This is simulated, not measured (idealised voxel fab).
Process module name: voxel gate over fins
It is cross-section cut that appears here, measuring 275 nm in width, its square cells being 5 nm in size.
This document writes a cross-section as a grid whose cells are square, and gives it as bands, listed from the top down; one or more rows of cells form a band.
The band entry comprises the height of the band's top followed by the height of its bottom, expressed in nm, and subsequently the band's materials from left to right, each stated together with its width in nm. Where a single material is marked with the word "full width", that material fills the band from edge to edge. The word "air" represents empty space.
Ref level 0: as-received wafer is one material below here. Bottom band extends down with no lower bound ("0 -> down").
Graded width ("30 to 40"): value in top row of band = first number; value in bottom row = second number; row-to-row change constant.
Basically "same as before" means that step didn't change any cell in the cross-section.
The label "Voids lacking openings" introduces a list of the empty spaces, 8 cells or larger, that have no open way up to the top; each entry in it reads width x height at distance, where the distance is taken from the left edge and all three are stated in nm.
Whatever follows a step's settings on its line is a remark the simulator itself makes about that step.
For masked steps, "overlay nm" on the step line gives how far right of plan the mask actually lay; a minus sign means it lay to the left.
## Intended process steps
step 1: RECEIVE,material Si
step 2: CONFORMAL_DEP,material SiN,thk nm 10
step 3: PATTERN,tone cover,mask id FINS,material resist,width nm 15,pitch nm 50,thk nm 15,overlay nm 0
step 4: DIRECTIONAL_ETCH,etch materials SiN,depth nm 10
step 5: DIRECTIONAL_ETCH,etch materials Si,depth nm 40
step 6: STRIP,etch materials resist
step 7: OXIDIZE,depth nm 5
step 8: FILL_DEP,material SiO2,thk nm 5
step 9: CMP,height nm 10
step 10: DIRECTIONAL_DEP,material aC,thk nm 10
step 11: PATTERN,tone open,mask id RAIL,material resist,width nm 15,thk nm 30,overlay nm 0
step 12: DIRECTIONAL_ETCH,etch materials aC,depth nm 10
step 13: STRIP,etch materials resist
step 14: DIRECTIONAL_ETCH,etch materials SiO2,depth nm 45
step 15: STRIP,etch materials aC
step 16: CONFORMAL_DEP,material TiN,thk nm 5
step 17: FILL_DEP,material Ru,thk nm 5
step 18: CMP,height nm 10
step 19: SELECTIVE_ETCH,etch materials W Ru TiN,depth nm 30
step 20: FILL_DEP,material SiO2,thk nm 5
step 21: CMP,height nm 10
step 22: SELECTIVE_ETCH,etch materials SiO2,depth nm 20
step 23: STRIP,etch materials SiN
step 24: CONFORMAL_DEP,material HfO2,thk nm 5
step 25: CONFORMAL_DEP,material TiN,thk nm 5
step 26: CONFORMAL_DEP,material TiAl,thk nm 5
step 27: CONFORMAL_DEP,material TiN,thk nm 5
step 28: FILL_DEP,material W,thk nm 15
step 29: CMP,height nm 30
step 30: CONFORMAL_DEP,material SiCN,thk nm 5
## Cross-sectional view of the wafer in its as-received condition, corresponding to the state after step 1
	0 -> down | Si full width
	Voids lacking openings: none
## Cross-section, end of module. Start: as above. Plan: as above. Execution: one mistake
	35 -> 30 | SiCN full width
	30 -> 20 | W full width
	20 -> 10 | W=40 | TiN=45 | W=5 | TiN=45 | W=5 | TiN=45 | W=5 | TiN=45 | W=40
	10 -> 5 | TiN=50 | TiAl=25 | TiN=25 | TiAl=25 | TiN=25 | TiAl=25 | TiN=25 | TiAl=25 | TiN=50
	5 -> 0 | TiN=50 | TiAl=5 | HfO2=15 | TiAl=5 | TiN=25 | TiAl=5 | HfO2=15 | TiAl=5 | TiN=25 | TiAl=5 | HfO2=15 | TiAl=5 | TiN=25 | TiAl=5 | HfO2=15 | TiAl=5 | TiN=50
	0 -> -5 | TiAl=55 | HfO2=5 | Si=5 | HfO2=5 | TiAl=35 | HfO2=5 | Si=5 | HfO2=5 | TiAl=35 | HfO2=5 | Si=5 | HfO2=5 | TiAl=35 | HfO2=5 | Si=5 | HfO2=5 | TiAl=55
	-5 -> -10 | HfO2=60 | Si=5 | HfO2=45 | Si=5 | HfO2=45 | Si=5 | HfO2=45 | Si=5 | HfO2=60
	-10 -> -20 | SiO2=60 | Si=5 | SiO2=45 | Si=5 | SiO2=45 | Si=5 | SiO2=45 | Si=5 | SiO2=60
	-20 -> -30 | SiO2=60 | Si=5 | SiO2=15 | TiN=5 | Ru=5 | TiN=5 | SiO2=15 | Si=5 | SiO2=45 | Si=5 | SiO2=45 | Si=5 | SiO2=60
	-30 -> -35 | SiO2=60 | Si=5 | SiO2=15 | TiN=15 | SiO2=15 | Si=5 | SiO2=45 | Si=5 | SiO2=45 | Si=5 | SiO2=60
	-35 -> -45 | SiO2=60 | Si=5 | SiO2=45 | Si=5 | SiO2=45 | Si=5 | SiO2=45 | Si=5 | SiO2=60
	-45 -> down | Si full width
	Voids lacking openings: none
Finding, execution versus plan: the run placed steps 25 and 26 each in the position the plan gave to the other
